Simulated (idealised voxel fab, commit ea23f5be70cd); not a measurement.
You're looking at the process module voxel wiring stack.
Section shown: cut. Width: 190 nm. Cell size: 5 nm, square.
Heads up, the way a cross-section reads in here is a grid of square cells, handed over as bands from the top down, with every band being one or more rows of cells. Per band: top height and bottom height in nm, followed by the left-to-right materials and their widths in nm; "throughout" marks a single material spanning edge to edge, "air" marks empty space. The reference from which all heights are counted is 0, the level beneath which the as-received wafer is entirely one material; the lowest band, having no lower bound, proceeds downward and is written after the example "from 0 down". Quick explanation for "30..40": the width changes in equal steps down the rows of cells, from the first number in the band's top row to the second number in its bottom row. Where a step carries "nothing was modified", the cross-section came out of it unchanged, cell for cell. Closed empty spaces (no open way to the top) of 8 cells or more are what "Closed internal cavities" lists, each as width x height at distance from the left edge, nm for all three. What comes after the settings on a step's line is commentary from the simulator itself on that step. "overlay nm" on a masked step: distance the mask lay right of its planned place, negative for left.

The steps planned for the process are as follows:
1 RECEIVE,material Si
2 CONFORMAL_DEP,material SiO2,thk nm 10
3 CONFORMAL_DEP,material SiCN,thk nm 5
4 DIRECTIONAL_DEP,material SiO2,thk nm 20
5 DIRECTIONAL_DEP,material aC,thk nm 10
6 PATTERN,tone open,mask id METAL_1,material resist,width nm 20,pitch nm 40,thk nm 30,overlay nm 0
7 DIRECTIONAL_ETCH,etch materials aC,depth nm 10
8 STRIP,etch materials resist
9 DIRECTIONAL_ETCH,etch materials SiO2,depth nm 20
10 DIRECTIONAL_ETCH,etch materials SiCN,depth nm 5
11 STRIP,etch materials aC
12 CONFORMAL_DEP,material TiN,thk nm 5
13 FILL_DEP,material Cu,thk nm 5
14 CMP,height nm 35
15 CONFORMAL_DEP,material SiCN,thk nm 5
16 DIRECTIONAL_DEP,material SiO2,thk nm 30
17 DIRECTIONAL_DEP,material aC,thk nm 10
18 PATTERN,tone open,mask id METAL_2,material resist,width nm 20,pitch nm 40,thk nm 30,overlay nm 0
19 DIRECTIONAL_ETCH,etch materials aC,depth nm 10
20 STRIP,etch materials resist
21 DIRECTIONAL_ETCH,etch materials SiO2,depth nm 15
22 STRIP,etch materials aC
23 PATTERN,tone open,mask id METAL_2_HOLES,material resist,width nm 15,pitch nm 80,thk nm 20,overlay nm 0
24 DIRECTIONAL_ETCH,etch materials SiO2,depth nm 15
25 DIRECTIONAL_ETCH,etch materials SiCN,depth nm 5
26 STRIP,etch materials resist
27 CONFORMAL_DEP,material TiN,thk nm 5
28 FILL_DEP,material Ru,thk nm 10
29 CMP,height nm 70
30 CONFORMAL_DEP,material SiN,thk nm 5

Step 1 complete: cross-section of the wafer as received:
    from 0 down | Si throughout
    Closed internal cavities: none

As-planned run: cross-section of the first of two wafers at end of module:
    from 75 to 70 | SiN throughout
    from 70 to 60 | 25 of SiO2, 5 of TiN, 10 of Ru, 5 of TiN, 20 of SiO2, 5 of TiN, 10 of Ru, 5 of TiN, 20 of SiO2, 5 of TiN, 10 of Ru, 5 of TiN, 20 of SiO2, 5 of TiN, 10 of Ru, 5 of TiN, 25 of SiO2
    from 60 to 55 | 25 of SiO2, 5 of TiN, 5 of Ru, 10 of TiN, 20 of SiO2, 20 of TiN, 20 of SiO2, 5 of TiN, 5 of Ru, 10 of TiN, 20 of SiO2, 20 of TiN, 25 of SiO2
    from 55 to 40 | 25 of SiO2, 5 of TiN, 5 of Ru, 5 of TiN, 65 of SiO2, 5 of TiN, 5 of Ru, 5 of TiN, 70 of SiO2
    from 40 to 35 | 25 of SiCN, 15 of TiN, 65 of SiCN, 15 of TiN, 70 of SiCN
    from 35 to 15 | 25 of SiO2, 5 of TiN, 10 of Cu, 5 of TiN, 20 of SiO2, 5 of TiN, 10 of Cu, 5 of TiN, 20 of SiO2, 5 of TiN, 10 of Cu, 5 of TiN, 20 of SiO2, 5 of TiN, 10 of Cu, 5 of TiN, 25 of SiO2
    from 15 to 10 | 25 of SiCN, 20 of TiN, 20 of SiCN, 20 of TiN, 20 of SiCN, 20 of TiN, 20 of SiCN, 20 of TiN, 25 of SiCN
    from 10 to 0 | SiO2 throughout
    from 0 down | Si throughout
    Closed internal cavities: none

Second wafer through the module, sectioned at the end: same beginning and same plan as the first wafer, with one mistake in carrying it out:
    from 75 to 70 | SiN throughout
    from 70 to 45 | 25 of SiO2, 5 of TiN, 10 of Ru, 5 of TiN, 20 of SiO2, 5 of TiN, 10 of Ru, 5 of TiN, 20 of SiO2, 5 of TiN, 10 of Ru, 5 of TiN, 20 of SiO2, 5 of TiN, 10 of Ru, 5 of TiN, 25 of SiO2
    from 45 to 40 | 25 of SiO2, 5 of TiN, 5 of Ru, 10 of TiN, 20 of SiO2, 20 of TiN, 20 of SiO2, 5 of TiN, 5 of Ru, 10 of TiN, 20 of SiO2, 20 of TiN, 25 of SiO2
    from 40 to 35 | 25 of SiCN, 15 of TiN, 65 of SiCN, 15 of TiN, 70 of SiCN
    from 35 to 15 | 25 of SiO2, 5 of TiN, 10 of Cu, 5 of TiN, 20 of SiO2, 5 of TiN, 10 of Cu, 5 of TiN, 20 of SiO2, 5 of TiN, 10 of Cu, 5 of TiN, 20 of SiO2, 5 of TiN, 10 of Cu, 5 of TiN, 25 of SiO2
    from 15 to 10 | 25 of SiCN, 20 of TiN, 20 of SiCN, 20 of TiN, 20 of SiCN, 20 of TiN, 20 of SiCN, 20 of TiN, 25 of SiCN
    from 10 to 0 | SiO2 throughout
    from 0 down | Si throughout
    Closed internal cavities: none
Misprocessing identified: step 21 of the plan was performed twice
Heads up, by the end the second wafer has more or fewer cells of some materials compared to the first: Ru: 18 more | SiO2: 30 fewer | TiN: 12 more
